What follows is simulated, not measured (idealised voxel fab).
Presented below is a process module, voxel spacer lines.
Xsec cut, 160 nm wide, square cell size 5 nm.
When this document writes out a cross-section, it uses a grid of square cells and lists it as bands, beginning at the top and moving down, with a band standing for one or more rows of cells.
Per band: top height and bottom height in nm, followed by the left-to-right materials and their widths in nm; "throughout" marks a single material spanning edge to edge, "air" marks empty space.
Heights from 0 (as-received wafer is one material below). Bottom band endless downward, as "0 -> down".
The notation "30->40" denotes a width that varies across the rows of cells in the band, beginning at the first number in the top row, finishing at the second number in the bottom row, and changing by an identical amount from each row to the next.
"nothing got changed" for a step: no cell of the cross-section changed in that step.
Empty spaces without an open route to the top, at least 8 cells in extent, make up the entry "Closed void entries"; each is given as width x height at distance, where the distance is measured from the left edge, and all are in nm.
On each step's line, the part that comes after the settings is the simulator's own comment on the step.
You can add "overlay nm" to a step's line. For a step with a mask, it describes how far the mask lay to the right of its planned position, and a negative number describes a lay to the left.

**Process steps - plan**
1 RECEIVE (material Si)
2 CONFORMAL_DEP (material Al2O3; thk nm 5)
3 DIRECTIONAL_DEP (material TiN; thk nm 15)
4 DIRECTIONAL_DEP (material polySi; thk nm 20)
5 PATTERN (tone cover; mask id MANDREL; material resist; width nm 25; pitch nm 80; thk nm 30; overlay nm 0)
6 DIRECTIONAL_ETCH (etch materials polySi; depth nm 20)
7 STRIP (etch materials resist)
8 CONFORMAL_DEP (material SiO2; thk nm 15)
9 DIRECTIONAL_ETCH (etch materials SiO2; depth nm 15)
10 STRIP (etch materials polySi)
11 DIRECTIONAL_ETCH (etch materials TiN; depth nm 5)
12 STRIP (etch materials SiO2)
13 FILL_DEP (material lowk; thk nm 10)
14 CMP (height nm 20)
Wafers differ in depth nm at step 11; plan lists the first wafer's value; identical starting state.

**First of several wafers (as received, post step 1), cross-sectional view**
* 0 -> down = Si throughout
* Closed void entries: none

**Post step 14, the closing step of the module: first of several wafers, cross-sectioned**
* 20 -> 15 = lowk (10), then TiN (15), then lowk (25), then TiN (15), then lowk (25), then TiN (15), then lowk (25), then TiN (15), then lowk (15)
* 15 -> 5 = TiN throughout
* 5 -> 0 = Al2O3 throughout
* 0 -> down = Si throughout
* Closed void entries: none

**Sectional view of the last wafer upon completion of the module**
* 20 -> 5 = lowk (10), then TiN (15), then lowk (25), then TiN (15), then lowk (25), then TiN (15), then lowk (25), then TiN (15), then lowk (15)
* 5 -> 0 = Al2O3 throughout
* 0 -> down = Si throughout
* Closed void entries: none

**Wafer rows, end of module: cells per material gained (+) or lost (-) since receipt; closed voids last**
depth nm 5 | +32 Al2O3 | +76 TiN | +20 lowk | Closed void entries: none
depth nm 10 | +32 Al2O3 | +56 TiN | +40 lowk | Closed void entries: none
depth nm 15 | +32 Al2O3 | +36 TiN | +60 lowk | Closed void entries: none
depth nm 20 | +32 Al2O3 | +36 TiN | +60 lowk | Closed void entries: none
depth nm 25 | +32 Al2O3 | +36 TiN | +60 lowk | Closed void entries: none
depth nm 30 | +32 Al2O3 | +36 TiN | +60 lowk | Closed void entries: none
